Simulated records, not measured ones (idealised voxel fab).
process module | voxel capacitor over wiring
cross-section cut | 190 nm wide | cells 5 nm
A cross-section is a grid of square cells, given in bands from the top down. A band is one or more rows of cells.
Each band's line starts with the height of the band's top and of its bottom, in nm. Then come its materials from left to right, each with its width in nm. One material with "throughout" fills the band from edge to edge. "air" is empty space.
Height 0 is the level under which the wafer as received is all one material. The lowest band goes on downwards, as in "0 down".
A width such as "30 to 40" changes by the same amount from each row of cells to the next, from the band's top row to its bottom row.
"no change" after a step means that no cell of the cross-section changed.
closed voids: empty space of 8 cells or more with no open way to the top, each as width x height at its distance from the left edge, in nm
after a step's settings: what the simulator itself notes on the step
overlay nm, on a step with a mask: how far to the right of its planned place the mask lay; to the left if negative
plan
1 op RECEIVE | material Si
2 op CONFORMAL_DEP | material SiO2 | thk nm 10
3 op CONFORMAL_DEP | material SiN | thk nm 5
4 op DIRECTIONAL_DEP | material SiO2 | thk nm 15
5 op DIRECTIONAL_DEP | material aC | thk nm 10
6 op PATTERN | tone open | mask id METAL_1 | material resist | width nm 30 | pitch nm 80 | thk nm 30 | overlay nm 0
7 op DIRECTIONAL_ETCH | etch materials aC | depth nm 10
8 op STRIP | etch materials resist
9 op DIRECTIONAL_ETCH | etch materials SiO2 | depth nm 15
10 op DIRECTIONAL_ETCH | etch materials SiN | depth nm 5
11 op STRIP | etch materials aC
12 op CONFORMAL_DEP | material TiN | thk nm 5
13 op FILL_DEP | material Ru | thk nm 10
14 op CMP | height nm 30
15 op EPI | material Ru | thk nm 5
16 op FILL_DEP | material SiCN | thk nm 5
17 op DIRECTIONAL_DEP | material SiO2 | thk nm 10
18 op MASKED_ETCH | tone open | mask id PLUG_1 | width nm 15 | etch materials SiO2 | depth nm 10 | overlay nm 0
19 op MASKED_ETCH | tone open | mask id PLUG_1 | width nm 15 | etch materials SiCN | depth nm 5 | overlay nm 0
20 op CONFORMAL_DEP | material TiN | thk nm 5
21 op FILL_DEP | material Cu | thk nm 5
22 op CMP | height nm 50
23 op DIRECTIONAL_DEP | material TiN | thk nm 5
24 op DIRECTIONAL_DEP | material HfO2 | thk nm 5
25 op DIRECTIONAL_DEP | material TiN | thk nm 10
26 op DIRECTIONAL_DEP | material aC | thk nm 15
27 op PATTERN | tone cover | mask id UPPER_PLATE | material resist | width nm 55 | thk nm 30 | overlay nm 0
28 op DIRECTIONAL_ETCH | etch materials aC | depth nm 15
29 op STRIP | etch materials resist
30 op DIRECTIONAL_ETCH | etch materials TiN | depth nm 10
31 op DIRECTIONAL_ETCH | etch materials HfO2 | depth nm 5
32 op STRIP | etch materials aC
33 op PATTERN | tone cover | mask id LOWER_PLATE | material resist | width nm 65 | thk nm 15 | overlay nm -15
34 op DIRECTIONAL_ETCH | etch materials TiN | depth nm 5
35 op STRIP | etch materials resist
36 op FILL_DEP | material SiO2 | thk nm 20
37 op CMP | height nm 85
38 op MASKED_ETCH | tone open | mask id PLUG_2 | width nm 15 | etch materials SiO2 | depth nm 15 | overlay nm 0
39 op CONFORMAL_DEP | material TiN | thk nm 5
40 op FILL_DEP | material W | thk nm 5
41 op CMP | height nm 85
42 op CONFORMAL_DEP | material SiCN | thk nm 5
varied across the wafers: overlay nm of step 33. The plan shows the first wafer's value. All wafers start alike
first wafer as received, after step 1
  0 down: Si throughout
  closed voids: none
first wafer at the end, after step 42
  90 to 85: SiCN throughout
  85 to 75: SiO2 65 | TiN 5 | W 5 | TiN 5 | SiO2 110
  75 to 65: SiO2 65 to 55 | TiN 15 to 45 | SiO2 110 to 90
  65 to 60: SiO2 55 | TiN 55 | SiO2 80
  60 to 55: SiO2 55 | HfO2 55 | SiO2 80
  55 to 50: SiO2 35 | TiN 75 | SiO2 80
  50 to 40: SiO2 55 | TiN 5 | Cu 5 | TiN 5 | SiO2 120
  40 to 35: SiCN 55 | TiN 15 | SiCN 120
  35 to 30: SiCN 35 | Ru 40 | SiCN 40 | Ru 40 | SiCN 35
  30 to 15: SiO2 40 | TiN 5 | Ru 20 | TiN 5 | SiO2 50 | TiN 5 | Ru 20 | TiN 5 | SiO2 40
  15 to 10: SiN 40 | TiN 30 | SiN 50 | TiN 30 | SiN 40
  10 to 0: SiO2 throughout
  0 down: Si throughout
  closed voids: none
last wafer at the end
  90 to 85: SiCN throughout
  85 to 75: SiO2 65 | TiN 5 | W 5 | TiN 5 | SiO2 110
  75 to 65: SiO2 65 | TiN 15 to 45 | SiO2 110 to 80
  65 to 60: SiO2 55 | TiN 55 | SiO2 80
  60 to 55: SiO2 55 | HfO2 55 | SiO2 80
  55 to 50: SiO2 55 | TiN 75 | SiO2 60
  50 to 40: SiO2 55 | TiN 5 | Cu 5 | TiN 5 | SiO2 120
  40 to 35: SiCN 55 | TiN 15 | SiCN 120
  35 to 30: SiCN 35 | Ru 40 | SiCN 40 | Ru 40 | SiCN 35
  30 to 15: SiO2 40 | TiN 5 | Ru 20 | TiN 5 | SiO2 50 | TiN 5 | Ru 20 | TiN 5 | SiO2 40
  15 to 10: SiN 40 | TiN 30 | SiN 50 | TiN 30 | SiN 40
  10 to 0: SiO2 throughout
  0 down: Si throughout
  closed voids: none
each wafer at the end: cells of each material gained (+) or lost (-) since it was received, then its closed voids
overlay nm -15 | +2 Cu | +11 HfO2 | +40 Ru | +95 SiCN | +26 SiN | +435 SiO2 | +73 TiN | +2 W | closed voids: none
overlay nm -10 | +2 Cu | +11 HfO2 | +40 Ru | +95 SiCN | +26 SiN | +435 SiO2 | +73 TiN | +2 W | closed voids: none
overlay nm -5 | +2 Cu | +11 HfO2 | +40 Ru | +95 SiCN | +26 SiN | +435 SiO2 | +73 TiN | +2 W | closed voids: none
overlay nm 0 | +2 Cu | +11 HfO2 | +40 Ru | +95 SiCN | +26 SiN | +435 SiO2 | +73 TiN | +2 W | closed voids: none
overlay nm 5 | +2 Cu | +11 HfO2 | +40 Ru | +95 SiCN | +26 SiN | +435 SiO2 | +73 TiN | +2 W | closed voids: none
overlay nm 10 | +2 Cu | +11 HfO2 | +40 Ru | +95 SiCN | +26 SiN | +435 SiO2 | +73 TiN | +2 W | closed voids: none
overlay nm 15 | +2 Cu | +11 HfO2 | +40 Ru | +95 SiCN | +26 SiN | +435 SiO2 | +73 TiN | +2 W | closed voids: none
